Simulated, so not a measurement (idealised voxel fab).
Herein follows the process module entitled voxel trench capacitor.
Shown is cross-section cut, with a width of 195 nm and square cells of size 5 nm.
Cross-section layout: square cells on a grid; listed as bands, top to bottom; a band spans one or more cell rows.
A band entry consists of two parts. The first gives the height of the band's top and the height of its bottom, in nm. The rest lists the band's materials from left to right, each with its width in nm. A single material labelled with the word "all across" fills the band from edge to edge, and the word "empty" marks empty space.
Ref level 0: as-received wafer is one material below here. Bottom band extends down with no lower bound ("from 0 down").
Width spec "30 to 40" -> top row of cells at first value, bottom row at second value, equal per-row change in between.
Where a step carries "everything unchanged", the cross-section came out of it unchanged, cell for cell.
In "Sealed void listing" the enclosed voids are listed, meaning empty spaces of 8 cells or larger without any opening to the top. The form is width x height at distance, distance from the left edge, units nm.
Note: text after step settings on the step line = simulator remark on that step.
For masked steps, "overlay nm" on the step line gives how far right of plan the mask actually lay; a minus sign means it lay to the left.

[Planned step list for the process]
1 RECEIVE: material Si
2 CONFORMAL_DEP: material SiN, thk nm 5
3 DIRECTIONAL_DEP: material aC, thk nm 15
4 PATTERN: tone open, mask id TRENCH, material resist, width nm 25, pitch nm 55, thk nm 35, overlay nm 0
5 DIRECTIONAL_ETCH: etch materials aC, depth nm 15
6 STRIP: etch materials resist
7 DIRECTIONAL_ETCH: etch materials SiN, depth nm 5
8 DIRECTIONAL_ETCH: etch materials Si, depth nm 35
9 STRIP: etch materials aC
10 CONFORMAL_DEP: material SiO2, thk nm 5
11 FILL_DEP: material polySi, thk nm 10
12 CMP: height nm 5

[The following pertains to the first of two wafers, which was processed as planned]

[as received, after step 1]
  from 0 down = Si all across
  Sealed void listing: none

[The wafer in cross-section once step 2 is complete]
  from 5 to 0 = SiN all across
  All layers under 0 are left as they were.

[The wafer in cross-section once step 3 is complete]
  from 20 to 5 = aC all across
  All layers under 5 are left as they were.

[The wafer in cross-section once step 4 is complete]
  from 55 to 20 = resist: 30, then empty: 25, then resist: 30, then empty: 25, then resist: 30, then empty: 25, then resist: 30
  All layers under 20 are left as they were.

[The wafer in cross-section once step 5 is complete]
  from 40 to 20 = resist: 30, then empty: 25, then resist: 30, then empty: 25, then resist: 30, then empty: 25, then resist: 30
  from 20 to 5 = aC: 30, then empty: 25, then aC: 30, then empty: 25, then aC: 30, then empty: 25, then aC: 30
  All layers under 5 are left as they were.

[The wafer in cross-section once step 6 is complete]
  from 20 to 5 = aC: 30, then empty: 25, then aC: 30, then empty: 25, then aC: 30, then empty: 25, then aC: 30
  All layers under 5 are left as they were.

[The wafer in cross-section once step 7 is complete]
  from 20 to 5 = aC: 30, then empty: 25, then aC: 30, then empty: 25, then aC: 30, then empty: 25, then aC: 30
  from 5 to 0 = SiN: 30, then empty: 25, then SiN: 30, then empty: 25, then SiN: 30, then empty: 25, then SiN: 30
  All layers under 0 are left as they were.

[The wafer in cross-section once step 8 is complete]
  from 20 to 5 = aC: 30, then empty: 25, then aC: 30, then empty: 25, then aC: 30, then empty: 25, then aC: 30
  from 5 to 0 = SiN: 30, then empty: 25, then SiN: 30, then empty: 25, then SiN: 30, then empty: 25, then SiN: 30
  from 0 to -35 = Si: 30, then empty: 25, then Si: 30, then empty: 25, then Si: 30, then empty: 25, then Si: 30
  All layers under -35 are left as they were.

[The wafer in cross-section once step 9 is complete]
  from 5 to 0 = SiN: 30, then empty: 25, then SiN: 30, then empty: 25, then SiN: 30, then empty: 25, then SiN: 30
  All layers under 0 are left as they were.

[The wafer in cross-section once step 10 is complete]
  from 10 to 5 = SiO2: 35, then empty: 15, then SiO2: 40, then empty: 15, then SiO2: 40, then empty: 15, then SiO2: 35
  from 5 to 0 = SiN: 30, then SiO2: 5, then empty: 15, then SiO2: 5, then SiN: 30, then SiO2: 5, then empty: 15, then SiO2: 5, then SiN: 30, then SiO2: 5, then empty: 15, then SiO2: 5, then SiN: 30
  from 0 to -30 = Si: 30, then SiO2: 5, then empty: 15, then SiO2: 5, then Si: 30, then SiO2: 5, then empty: 15, then SiO2: 5, then Si: 30, then SiO2: 5, then empty: 15, then SiO2: 5, then Si: 30
  from -30 to -35 = Si: 30, then SiO2: 25, then Si: 30, then SiO2: 25, then Si: 30, then SiO2: 25, then Si: 30
  All layers under -35 are left as they were.

[The wafer in cross-section once step 11 is complete]
  from 20 to 10 = polySi all across
  from 10 to 5 = SiO2: 35, then polySi: 15, then SiO2: 40, then polySi: 15, then SiO2: 40, then polySi: 15, then SiO2: 35
  from 5 to 0 = SiN: 30, then SiO2: 5, then polySi: 15, then SiO2: 5, then SiN: 30, then SiO2: 5, then polySi: 15, then SiO2: 5, then SiN: 30, then SiO2: 5, then polySi: 15, then SiO2: 5, then SiN: 30
  from 0 to -30 = Si: 30, then SiO2: 5, then polySi: 15, then SiO2: 5, then Si: 30, then SiO2: 5, then polySi: 15, then SiO2: 5, then Si: 30, then SiO2: 5, then polySi: 15, then SiO2: 5, then Si: 30
  All layers under -30 are left as they were.

[The wafer in cross-section once step 12 is complete]
  from 5 to 0 = SiN: 30, then SiO2: 5, then polySi: 15, then SiO2: 5, then SiN: 30, then SiO2: 5, then polySi: 15, then SiO2: 5, then SiN: 30, then SiO2: 5, then polySi: 15, then SiO2: 5, then SiN: 30
  All layers under 0 are left as they were.

[Notes, second wafer: start = first wafer's, plan = first wafer's, execution had one mistake; history identical to first through step 8]

[X-section, second wafer, when step 9 was due to finish]
  from 25 to 20 = SiO2: 35, then empty: 15, then SiO2: 40, then empty: 15, then SiO2: 40, then empty: 15, then SiO2: 35
  from 20 to 5 = aC: 30, then SiO2: 5, then empty: 15, then SiO2: 5, then aC: 30, then SiO2: 5, then empty: 15, then SiO2: 5, then aC: 30, then SiO2: 5, then empty: 15, then SiO2: 5, then aC: 30
  from 5 to 0 = SiN: 30, then SiO2: 5, then empty: 15, then SiO2: 5, then SiN: 30, then SiO2: 5, then empty: 15, then SiO2: 5, then SiN: 30, then SiO2: 5, then empty: 15, then SiO2: 5, then SiN: 30
  from 0 to -30 = Si: 30, then SiO2: 5, then empty: 15, then SiO2: 5, then Si: 30, then SiO2: 5, then empty: 15, then SiO2: 5, then Si: 30, then SiO2: 5, then empty: 15, then SiO2: 5, then Si: 30
  from -30 to -35 = Si: 30, then SiO2: 25, then Si: 30, then SiO2: 25, then Si: 30, then SiO2: 25, then Si: 30
  All layers under -35 are left as they were.

X-section, second wafer, when step 10 was due to finish: everything unchanged

[X-section, second wafer, when step 11 was due to finish]
  from 35 to 25 = polySi all across
  from 25 to 20 = SiO2: 35, then polySi: 15, then SiO2: 40, then polySi: 15, then SiO2: 40, then polySi: 15, then SiO2: 35
  from 20 to 5 = aC: 30, then SiO2: 5, then polySi: 15, then SiO2: 5, then aC: 30, then SiO2: 5, then polySi: 15, then SiO2: 5, then aC: 30, then SiO2: 5, then polySi: 15, then SiO2: 5, then aC: 30
  from 5 to 0 = SiN: 30, then SiO2: 5, then polySi: 15, then SiO2: 5, then SiN: 30, then SiO2: 5, then polySi: 15, then SiO2: 5, then SiN: 30, then SiO2: 5, then polySi: 15, then SiO2: 5, then SiN: 30
  from 0 to -30 = Si: 30, then SiO2: 5, then polySi: 15, then SiO2: 5, then Si: 30, then SiO2: 5, then polySi: 15, then SiO2: 5, then Si: 30, then SiO2: 5, then polySi: 15, then SiO2: 5, then Si: 30
  All layers under -30 are left as they were.

[X-section, second wafer, when step 12 was due to finish]
  from 5 to 0 = SiN: 30, then SiO2: 5, then polySi: 15, then SiO2: 5, then SiN: 30, then SiO2: 5, then polySi: 15, then SiO2: 5, then SiN: 30, then SiO2: 5, then polySi: 15, then SiO2: 5, then SiN: 30
  All layers under 0 are left as they were.
Want to know what went wrong? it was found that steps 9 and 10 of the process plan had been performed in exchanged positions
Final cross-sections of the two wafers are identical, so the mistake has no effect on what this model computes.
